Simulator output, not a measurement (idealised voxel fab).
The following is a process module called voxel gate over fins.
The figure presents cross-section cut, which has a width of 255 nm and is divided into square cells with an edge length of 5 nm.
Cross-sections here: square-cell grids, written as top-down lists of bands, a band being one or more rows of cells. Read a band's entry like this: the first values are the height of its top and the height of its bottom in nm, and what follows is the sequence of materials from left to right, each with its width in nm. Note that "blank" is empty space, and that a single material marked "full width" reaches across the band from edge to edge. Height is counted from the level 0, under which the received wafer is composed throughout of one material. The lowest of the bands is not closed at the bottom but continues downward, in the notation "0 and below". When a width is written as two numbers, as in "30..40", the first number is the width in the top row of cells of the band and the second is the width in its bottom row, and the width changes by the same amount from each row to the next. Where the words "no change occurred" appear for a step, the cross-section shows no cell changed by that step; every cell remained as before. Each empty space that has no open way to the top and spans at least 8 cells appears under "Sealed internal voids" as width x height at distance, the distance counted from the left edge, all in nm. On each step's line, the part that comes after the settings is the simulator's own comment on the step. overlay nm: mask offset rightward from planned place, masked step; negative means leftward offset.
The following list gives the planned process steps:
| 1 | RECEIVE,material Si |
| 2 | CONFORMAL_DEP,material SiN,thk nm 10 |
| 3 | DIRECTIONAL_DEP,material aC,thk nm 10 |
| 4 | PATTERN,tone cover,mask id FINS,material resist,width nm 15,pitch nm 50,thk nm 30,overlay nm 0 |
| 5 | DIRECTIONAL_ETCH,etch materials aC,depth nm 10 |
| 6 | STRIP,etch materials resist |
| 7 | DIRECTIONAL_ETCH,etch materials SiN,depth nm 10 |
| 8 | DIRECTIONAL_ETCH,etch materials Si,depth nm 35 |
| 9 | STRIP,etch materials aC |
| 10 | OXIDIZE,depth nm 5 |
| 11 | FILL_DEP,material SiO2,thk nm 5 |
| 12 | CMP,height nm 10 |
| 13 | DIRECTIONAL_DEP,material aC,thk nm 15 |
| 14 | PATTERN,tone open,mask id RAIL,material resist,width nm 15,thk nm 35,overlay nm 0 |
| 15 | DIRECTIONAL_ETCH,etch materials aC,depth nm 15 |
| 16 | STRIP,etch materials resist |
| 17 | DIRECTIONAL_ETCH,etch materials SiO2,depth nm 40 |
| 18 | STRIP,etch materials aC |
| 19 | CONFORMAL_DEP,material TiN,thk nm 5 |
| 20 | FILL_DEP,material Ru,thk nm 10 |
| 21 | CMP,height nm 10 |
| 22 | SELECTIVE_ETCH,etch materials W Ru TiN,depth nm 35 |
| 23 | FILL_DEP,material SiO2,thk nm 5 |
| 24 | CMP,height nm 10 |
| 25 | SELECTIVE_ETCH,etch materials SiO2,depth nm 25 |
| 26 | STRIP,etch materials SiN |
| 27 | CONFORMAL_DEP,material HfO2,thk nm 5 |
| 28 | CONFORMAL_DEP,material TiN,thk nm 5 |
| 29 | CONFORMAL_DEP,material TiAl,thk nm 5 |
| 30 | CONFORMAL_DEP,material TiN,thk nm 5 |
| 31 | FILL_DEP,material W,thk nm 10 |
| 32 | CMP,height nm 25 |
| 33 | CONFORMAL_DEP,material SiCN,thk nm 10 |
Wafer cross-section on receipt, i.e. after step 1:
* 0 and below  Si full width
* Sealed internal voids: none
Cross-section: first of two wafers, module finished, run according to plan:
* 35 down to 25  SiCN full width
* 25 down to 20  W full width
* 20 down to 15  55 nm W, 45 nm TiN, 5 nm W, 45 nm TiN, 5 nm W, 45 nm TiN, 55 nm W
* 15 down to 10  55 nm W, 5 nm TiN, 35 nm TiAl, 5 nm TiN, 5 nm W, 5 nm TiN, 35 nm TiAl, 5 nm TiN, 5 nm W, 5 nm TiN, 35 nm TiAl, 5 nm TiN, 55 nm W
* 10 down to 5  55 nm W, 5 nm TiN, 5 nm TiAl, 25 nm TiN, 5 nm TiAl, 5 nm TiN, 5 nm W, 5 nm TiN, 5 nm TiAl, 25 nm TiN, 5 nm TiAl, 5 nm TiN, 5 nm W, 5 nm TiN, 5 nm TiAl, 25 nm TiN, 5 nm TiAl, 5 nm TiN, 55 nm W
* 5 down to 0  60 nm TiN, 5 nm TiAl, 5 nm TiN, 15 nm HfO2, 5 nm TiN, 5 nm TiAl, 15 nm TiN, 5 nm TiAl, 5 nm TiN, 15 nm HfO2, 5 nm TiN, 5 nm TiAl, 15 nm TiN, 5 nm TiAl, 5 nm TiN, 15 nm HfO2, 5 nm TiN, 5 nm TiAl, 60 nm TiN
* 0 down to -5  65 nm TiAl, 5 nm TiN, 5 nm HfO2, 5 nm Si, 5 nm HfO2, 5 nm TiN, 25 nm TiAl, 5 nm TiN, 5 nm HfO2, 5 nm Si, 5 nm HfO2, 5 nm TiN, 25 nm TiAl, 5 nm TiN, 5 nm HfO2, 5 nm Si, 5 nm HfO2, 5 nm TiN, 65 nm TiAl
* -5 down to -10  70 nm TiN, 5 nm HfO2, 5 nm Si, 5 nm HfO2, 35 nm TiN, 5 nm HfO2, 5 nm Si, 5 nm HfO2, 35 nm TiN, 5 nm HfO2, 5 nm Si, 5 nm HfO2, 70 nm TiN
* -10 down to -15  75 nm HfO2, 5 nm Si, 45 nm HfO2, 5 nm Si, 45 nm HfO2, 5 nm Si, 75 nm HfO2
* -15 down to -25  75 nm SiO2, 5 nm Si, 45 nm SiO2, 5 nm Si, 45 nm SiO2, 5 nm Si, 75 nm SiO2
* -25 down to -30  75 nm SiO2, 5 nm Si, 15 nm SiO2, 15 nm TiN, 15 nm SiO2, 5 nm Si, 45 nm SiO2, 5 nm Si, 75 nm SiO2
* -30 down to -40  75 nm SiO2, 5 nm Si, 45 nm SiO2, 5 nm Si, 45 nm SiO2, 5 nm Si, 75 nm SiO2
* -40 and below  Si full width
* Sealed internal voids: none
So this is wafer number two of the two, cut at the end of the module - it started where the first did and had the same plan, we just got one thing wrong running it:
* 35 down to 25  SiCN full width
* 25 down to 20  W full width
* 20 down to 15  55 nm W, 45 nm TiN, 5 nm W, 45 nm TiN, 5 nm W, 45 nm TiN, 55 nm W
* 15 down to 10  55 nm W, 5 nm TiN, 35 nm TiAl, 5 nm TiN, 5 nm W, 5 nm TiN, 35 nm TiAl, 5 nm TiN, 5 nm W, 5 nm TiN, 35 nm TiAl, 5 nm TiN, 55 nm W
* 10 down to 5  55 nm W, 5 nm TiN, 5 nm TiAl, 25 nm TiN, 5 nm TiAl, 5 nm TiN, 5 nm W, 5 nm TiN, 5 nm TiAl, 25 nm TiN, 5 nm TiAl, 5 nm TiN, 5 nm W, 5 nm TiN, 5 nm TiAl, 25 nm TiN, 5 nm TiAl, 5 nm TiN, 55 nm W
* 5 down to 0  60 nm TiN, 5 nm TiAl, 5 nm TiN, 15 nm HfO2, 5 nm TiN, 5 nm TiAl, 5 nm TiN, 5 nm W, 5 nm TiN, 5 nm TiAl, 5 nm TiN, 15 nm HfO2, 5 nm TiN, 5 nm TiAl, 5 nm TiN, 5 nm W, 5 nm TiN, 5 nm TiAl, 5 nm TiN, 15 nm HfO2, 5 nm TiN, 5 nm TiAl, 60 nm TiN
* 0 down to -5  65 nm TiAl, 5 nm TiN, 5 nm HfO2, 5 nm Si, 5 nm HfO2, 5 nm TiN, 5 nm TiAl, 5 nm TiN, 5 nm W, 5 nm TiN, 5 nm TiAl, 5 nm TiN, 5 nm HfO2, 5 nm Si, 5 nm HfO2, 5 nm TiN, 5 nm TiAl, 5 nm TiN, 5 nm W, 5 nm TiN, 5 nm TiAl, 5 nm TiN, 5 nm HfO2, 5 nm Si, 5 nm HfO2, 5 nm TiN, 65 nm TiAl
* -5 down to -10  55 nm TiN, 10 nm TiAl, 5 nm TiN, 5 nm HfO2, 5 nm Si, 5 nm HfO2, 5 nm TiN, 5 nm TiAl, 15 nm TiN, 5 nm TiAl, 5 nm TiN, 5 nm HfO2, 5 nm Si, 5 nm HfO2, 5 nm TiN, 5 nm TiAl, 15 nm TiN, 5 nm TiAl, 5 nm TiN, 5 nm HfO2, 5 nm Si, 5 nm HfO2, 5 nm TiN, 10 nm TiAl, 55 nm TiN
* -10 down to -15  50 nm HfO2, 5 nm TiN, 10 nm TiAl, 5 nm TiN, 5 nm HfO2, 5 nm Si, 5 nm HfO2, 5 nm TiN, 25 nm TiAl, 5 nm TiN, 5 nm HfO2, 5 nm Si, 5 nm HfO2, 5 nm TiN, 25 nm TiAl, 5 nm TiN, 5 nm HfO2, 5 nm Si, 5 nm HfO2, 5 nm TiN, 10 nm TiAl, 5 nm TiN, 50 nm HfO2
* -15 down to -20  45 nm SiO2, 5 nm HfO2, 20 nm TiN, 5 nm HfO2, 5 nm Si, 5 nm HfO2, 35 nm TiN, 5 nm HfO2, 5 nm Si, 5 nm HfO2, 35 nm TiN, 5 nm HfO2, 5 nm Si, 5 nm HfO2, 20 nm TiN, 5 nm HfO2, 45 nm SiO2
* -20 down to -25  45 nm SiO2, 30 nm HfO2, 5 nm Si, 45 nm HfO2, 5 nm Si, 45 nm HfO2, 5 nm Si, 30 nm HfO2, 45 nm SiO2
* -25 down to -30  75 nm SiO2, 5 nm Si, 15 nm SiO2, 15 nm TiN, 15 nm SiO2, 5 nm Si, 45 nm SiO2, 5 nm Si, 75 nm SiO2
* -30 down to -40  75 nm SiO2, 5 nm Si, 45 nm SiO2, 5 nm Si, 45 nm SiO2, 5 nm Si, 75 nm SiO2
* -40 and below  Si full width
* Sealed internal voids: none
Deviation from plan: step 26 occupied the plan position of step 25, and the converse holds as well
Per the end-of-run cell counts, the second wafer holds more or fewer of some materials than the first: +16 HfO2 | -60 SiO2 | +16 TiAl | +24 TiN | +4 W
